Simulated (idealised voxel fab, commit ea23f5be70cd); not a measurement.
process module | voxel double patterning
cross-section cut | 150 nm wide | cells 5 nm
A cross-section is a grid of square cells, given in bands from the top down. A band is one or more rows of cells.
Each band's line starts with the height of the band's top and of its bottom, in nm. Then come its materials from left to right, each with its width in nm. One material with "throughout" fills the band from edge to edge. "air" is empty space.
Height 0 is the level under which the wafer as received is all one material. The lowest band goes on downwards, as in "0 down".
A width such as "30 to 40" changes by the same amount from each row of cells to the next, from the band's top row to its bottom row.
"no change" after a step means that no cell of the cross-section changed.
closed voids: empty space of 8 cells or more with no open way to the top, each as width x height at its distance from the left edge, in nm
after a step's settings: what the simulator itself notes on the step
overlay nm, on a step with a mask: how far to the right of its planned place the mask lay; to the left if negative
plan
1 op RECEIVE | material Si
2 op CONFORMAL_DEP | material SiN | thk nm 5
3 op DIRECTIONAL_DEP | material SiO2 | thk nm 20
4 op DIRECTIONAL_DEP | material SiCN | thk nm 5
5 op DIRECTIONAL_DEP | material aC | thk nm 10
6 op PATTERN | tone open | mask id FIRST | material resist | width nm 15 | pitch nm 50 | thk nm 25 | overlay nm 0
7 op DIRECTIONAL_ETCH | etch materials aC | depth nm 10
8 op STRIP | etch materials resist
9 op DIRECTIONAL_ETCH | etch materials SiCN | depth nm 5
10 op STRIP | etch materials aC
11 op PATTERN | tone open | mask id SECOND | material resist | width nm 15 | pitch nm 50 | thk nm 15 | overlay nm 0
12 op DIRECTIONAL_ETCH | etch materials SiCN | depth nm 5
13 op STRIP | etch materials resist
14 op DIRECTIONAL_ETCH | etch materials SiO2 | depth nm 20
15 op STRIP | etch materials SiCN
as received, after step 1
  0 down: Si throughout
  closed voids: none
first wafer at the end, as planned
  25 to 5: SiO2 15 | air 15 | SiO2 10 | air 15 | SiO2 10 | air 15 | SiO2 10 | air 15 | SiO2 10 | air 15 | SiO2 20
  5 to 0: SiN throughout
  0 down: Si throughout
  closed voids: none
second wafer at the end: like start, like plan, one mistake
  25 to 5: SiO2 15 | air 15 | SiO2 10 | air 15 | SiO2 10 | air 15 | SiO2 10 | air 15 | SiO2 10 | air 15 | SiO2 20
  5 to 0: aC throughout
  0 down: Si throughout
  closed voids: none
what went wrong: step 2 ran as: op CONFORMAL_DEP | material aC | thk nm 5
at the end the second wafer has, in cells: 30 fewer of SiN | 30 more of aC
